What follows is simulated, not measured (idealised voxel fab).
process module | voxel wiring stack
cross-section cut | 285 nm wide | cells 5 nm
A cross-section is a grid of square cells, given in bands from the top down. A band is one or more rows of cells.
Each band's line starts with the height of the band's top and of its bottom, in nm. Then come its materials from left to right, each with its width in nm. One material with "throughout" fills the band from edge to edge. "air" is empty space.
Height 0 is the level under which the wafer as received is all one material. The lowest band goes on downwards, as in "0 down".
A width such as "30 to 40" changes by the same amount from each row of cells to the next, from the band's top row to its bottom row.
"no change" after a step means that no cell of the cross-section changed.
closed voids: empty space of 8 cells or more with no open way to the top, each as width x height at its distance from the left edge, in nm
after a step's settings: what the simulator itself notes on the step
overlay nm, on a step with a mask: how far to the right of its planned place the mask lay; to the left if negative
plan
1 op RECEIVE | material Si
2 op CONFORMAL_DEP | material SiO2 | thk nm 15
3 op CONFORMAL_DEP | material SiN | thk nm 5
4 op DIRECTIONAL_DEP | material SiO2 | thk nm 20
5 op PATTERN | tone open | mask id METAL_1 | material resist | width nm 20 | pitch nm 45 | thk nm 20 | overlay nm 0
6 op DIRECTIONAL_ETCH | etch materials SiO2 | depth nm 20
7 op DIRECTIONAL_ETCH | etch materials SiN | depth nm 5
8 op STRIP | etch materials resist
9 op CONFORMAL_DEP | material TiN | thk nm 5
10 op FILL_DEP | material Cu | thk nm 10
11 op CMP | height nm 40
12 op CONFORMAL_DEP | material SiCN | thk nm 5
13 op DIRECTIONAL_DEP | material lowk | thk nm 15
14 op DIRECTIONAL_DEP | material aC | thk nm 10
15 op PATTERN | tone open | mask id PLUG_1 | material resist | width nm 15 | pitch nm 90 | thk nm 30 | overlay nm 0
16 op DIRECTIONAL_ETCH | etch materials aC | depth nm 10
17 op STRIP | etch materials resist
18 op DIRECTIONAL_ETCH | etch materials lowk | depth nm 15
19 op DIRECTIONAL_ETCH | etch materials SiCN | depth nm 5
20 op STRIP | etch materials aC
21 op CONFORMAL_DEP | material TiN | thk nm 5
22 op FILL_DEP | material Ru | thk nm 5
23 op CMP | height nm 60
24 op CONFORMAL_DEP | material SiCN | thk nm 5
25 op DIRECTIONAL_DEP | material lowk | thk nm 15
26 op MASKED_ETCH | tone open | mask id METAL_2 | width nm 20 | pitch nm 45 | etch materials lowk | depth nm 15 | overlay nm 0
27 op MASKED_ETCH | tone open | mask id METAL_2 | width nm 20 | pitch nm 45 | etch materials SiCN | depth nm 5 | overlay nm 0
28 op CONFORMAL_DEP | material TiN | thk nm 5
29 op FILL_DEP | material Cu | thk nm 5
30 op CMP | height nm 80
31 op EPI | material Ru | thk nm 5
32 op FILL_DEP | material SiCN | thk nm 5
as received, after step 1
  0 down: Si throughout
  closed voids: none
first wafer at the end, as planned
  90 to 85: SiCN throughout
  85 to 80: SiCN 80 | Ru 30 | SiCN 15 | Ru 30 | SiCN 15 | Ru 30 | SiCN 85
  80 to 65: lowk 85 | TiN 5 | Cu 10 | TiN 5 | lowk 25 | TiN 5 | Cu 10 | TiN 5 | lowk 25 | TiN 5 | Cu 10 | TiN 5 | lowk 90
  65 to 60: SiCN 85 | TiN 20 | SiCN 25 | TiN 20 | SiCN 25 | TiN 20 | SiCN 90
  60 to 45: lowk 85 | TiN 5 | Ru 5 | TiN 5 | lowk 75 | TiN 5 | Ru 5 | TiN 5 | lowk 95
  45 to 40: SiCN 85 | TiN 15 | SiCN 75 | TiN 15 | SiCN 95
  40 to 20: SiO2 85 | TiN 5 | Cu 10 | TiN 5 | SiO2 25 | TiN 5 | Cu 10 | TiN 5 | SiO2 25 | TiN 5 | Cu 10 | TiN 5 | SiO2 90
  20 to 15: SiN 85 | TiN 20 | SiN 25 | TiN 20 | SiN 25 | TiN 20 | SiN 90
  15 to 0: SiO2 throughout
  0 down: Si throughout
  closed voids: none
second wafer at the end: like start, like plan, one mistake
  90 to 85: SiCN throughout
  85 to 80: SiCN 80 | Ru 30 | SiCN 15 | Ru 30 | SiCN 15 | Ru 30 | SiCN 85
  80 to 65: lowk 85 | TiN 5 | Cu 10 | TiN 5 | lowk 25 | TiN 5 | Cu 10 | TiN 5 | lowk 25 | TiN 5 | Cu 10 | TiN 5 | lowk 90
  65 to 60: SiCN 85 | TiN 20 | SiCN 25 | TiN 20 | SiCN 25 | TiN 20 | SiCN 90
  60 to 45: lowk 85 | TiN 5 | Ru 5 | TiN 5 | lowk 75 | TiN 5 | Ru 5 | TiN 5 | lowk 95
  45 to 40: SiCN 85 | TiN 15 | SiCN 75 | TiN 15 | SiCN 95
  40 to 20: Cu 80 | TiN 5 | SiO2 20 | TiN 5 | Cu 15 | TiN 5 | SiO2 20 | TiN 5 | Cu 15 | TiN 5 | SiO2 20 | TiN 5 | Cu 85
  20 to 15: TiN 85 | SiN 20 | TiN 25 | SiN 20 | TiN 25 | SiN 20 | TiN 90
  15 to 0: SiO2 throughout
  0 down: Si throughout
  closed voids: none
what went wrong: step 5 ran as: op PATTERN | tone cover | mask id METAL_1 | material resist | width nm 20 | pitch nm 45 | thk nm 20 | overlay nm 0
at the end the second wafer has, in cells: 132 more of Cu | 33 fewer of SiN | 132 fewer of SiO2 | 33 more of TiN
